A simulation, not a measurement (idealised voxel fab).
voxel double patterning: a process module
cross-section cut | 160 nm wide | cells 5 nm
A cross-section is written here as square cells arranged in a grid, and it is given in bands from the top down, each band taking up one or more rows of cells.
First you get the band's top height and its bottom height, in nm, and then the materials it's made of, left to right, with each width in nm. If you see a single material with "everywhere", that one covers the band edge to edge. "air" is empty space.
Height datum 0, below which the as-received substrate wafer is one material. Lowest band open at the bottom, running downward: "0 down".
A width such as "30..40" changes by the same amount from each row of cells to the next, from the band's top row to its bottom row.
You'll sometimes find "nothing was modified" written for a step, and that's the way of saying that nowhere in the cross-section did a cell change during that step.
Closed empty spaces: empty space of 8 cells or more with no open way to the top, each as width x height at its distance from the left edge, in nm
On a step's line, text after the settings is the simulator commenting on that step.
"overlay nm" denotes, for a step that has a mask, the displacement of the mask to the right of its planned place, with negative values corresponding to the left.

**The planned process steps are enumerated hereunder**
1,RECEIVE, material Si
2,CONFORMAL_DEP, material SiO2, thk nm 5
3,DIRECTIONAL_DEP, material TiN, thk nm 10
4,DIRECTIONAL_DEP, material SiCN, thk nm 5
5,PATTERN, tone open, mask id FIRST, material resist, width nm 15, pitch nm 50, thk nm 20, overlay nm 0
6,DIRECTIONAL_ETCH, etch materials SiCN, depth nm 5
7,STRIP, etch materials resist
8,PATTERN, tone open, mask id SECOND, material resist, width nm 15, thk nm 20, overlay nm 0
9,DIRECTIONAL_ETCH, etch materials SiCN, depth nm 5
10,STRIP, etch materials resist
11,DIRECTIONAL_ETCH, etch materials TiN, depth nm 10
12,STRIP, etch materials SiCN

**Cross-section of the incoming wafer, state after step 1**
* 0 down: Si everywhere
* Closed empty spaces: none

**The following cross-section depicts the wafer upon conclusion of the module. Processing commenced from the starting condition illustrated above and adhered to the plan illustrated above, save for one mistake in execution**
* 10 to 0: 45 nm TiN / 15 nm air / 10 nm TiN / 15 nm air / 10 nm TiN / 15 nm air / 50 nm TiN
* 0 down: Si everywhere
* Closed empty spaces: none
The plan and the run diverged here: step 2 of the plan: omitted, not performed
